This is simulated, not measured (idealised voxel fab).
process module | voxel gate over fins
cross-section cut | 280 nm wide | cells 5 nm
A cross-section is a grid of square cells, given in bands from the top down. A band is one or more rows of cells.
Each band's line starts with the height of the band's top and of its bottom, in nm. Then come its materials from left to right, each with its width in nm. One material with "throughout" fills the band from edge to edge. "air" is empty space.
Height 0 is the level under which the wafer as received is all one material. The lowest band goes on downwards, as in "0 down".
A width such as "30 to 40" changes by the same amount from each row of cells to the next, from the band's top row to its bottom row.
"no change" after a step means that no cell of the cross-section changed.
closed voids: empty space of 8 cells or more with no open way to the top, each as width x height at its distance from the left edge, in nm
after a step's settings: what the simulator itself notes on the step
overlay nm, on a step with a mask: how far to the right of its planned place the mask lay; to the left if negative
plan
1 op RECEIVE | material Si
2 op CONFORMAL_DEP | material SiN | thk nm 5
3 op DIRECTIONAL_DEP | material aC | thk nm 10
4 op PATTERN | tone cover | mask id FINS | material resist | width nm 15 | pitch nm 45 | thk nm 25 | overlay nm 0
5 op DIRECTIONAL_ETCH | etch materials aC | depth nm 10
6 op STRIP | etch materials resist
7 op DIRECTIONAL_ETCH | etch materials SiN | depth nm 5
8 op DIRECTIONAL_ETCH | etch materials Si | depth nm 30
9 op STRIP | etch materials aC
10 op FILL_DEP | material SiO2 | thk nm 10
11 op CMP | height nm 5
12 op SELECTIVE_ETCH | etch materials SiO2 | depth nm 20
13 op STRIP | etch materials SiN
14 op CONFORMAL_DEP | material HfO2 | thk nm 5
15 op CONFORMAL_DEP | material TiN | thk nm 5
16 op CONFORMAL_DEP | material TiAl | thk nm 5
17 op CONFORMAL_DEP | material TiN | thk nm 5
18 op FILL_DEP | material W | thk nm 10
19 op CMP | height nm 25
20 op CONFORMAL_DEP | material SiCN | thk nm 10
as received, after step 1
  0 down: Si throughout
  closed voids: none
a wafer at the end: this start, this plan, one mistake
  35 to 25: SiCN throughout
  25 to 20: W throughout
  20 to 15: W 45 | TiN 190 | W 45
  15 to 10: W 45 | TiN 5 | TiAl 180 | TiN 5 | W 45
  10 to 5: W 45 | TiN 5 | TiAl 5 | SiN 35 | TiAl 10 | SiN 35 | TiAl 10 | SiN 35 | TiAl 10 | SiN 35 | TiAl 5 | TiN 5 | W 45
  5 to 0: TiN 50 | TiAl 5 | SiN 5 | HfO2 25 | SiN 5 | TiAl 10 | SiN 5 | HfO2 25 | SiN 5 | TiAl 10 | SiN 5 | HfO2 25 | SiN 5 | TiAl 10 | SiN 5 | HfO2 25 | SiN 5 | TiAl 5 | TiN 50
  0 to -5: TiAl 55 | SiN 5 | HfO2 5 | Si 15 | HfO2 5 | SiN 5 | TiAl 10 | SiN 5 | HfO2 5 | Si 15 | HfO2 5 | SiN 5 | TiAl 10 | SiN 5 | HfO2 5 | Si 15 | HfO2 5 | SiN 5 | TiAl 10 | SiN 5 | HfO2 5 | Si 15 | HfO2 5 | SiN 5 | TiAl 55
  -5 to -10: SiN 60 | HfO2 5 | Si 15 | HfO2 5 | SiN 20 | HfO2 5 | Si 15 | HfO2 5 | SiN 20 | HfO2 5 | Si 15 | HfO2 5 | SiN 20 | HfO2 5 | Si 15 | HfO2 5 | SiN 60
  -10 to -15: HfO2 65 | Si 15 | HfO2 30 | Si 15 | HfO2 30 | Si 15 | HfO2 30 | Si 15 | HfO2 65
  -15 to -30: SiO2 65 | Si 15 | SiO2 30 | Si 15 | SiO2 30 | Si 15 | SiO2 30 | Si 15 | SiO2 65
  -30 down: Si throughout
  closed voids: none
what went wrong: step 15 ran as: op CONFORMAL_DEP | material SiN | thk nm 5
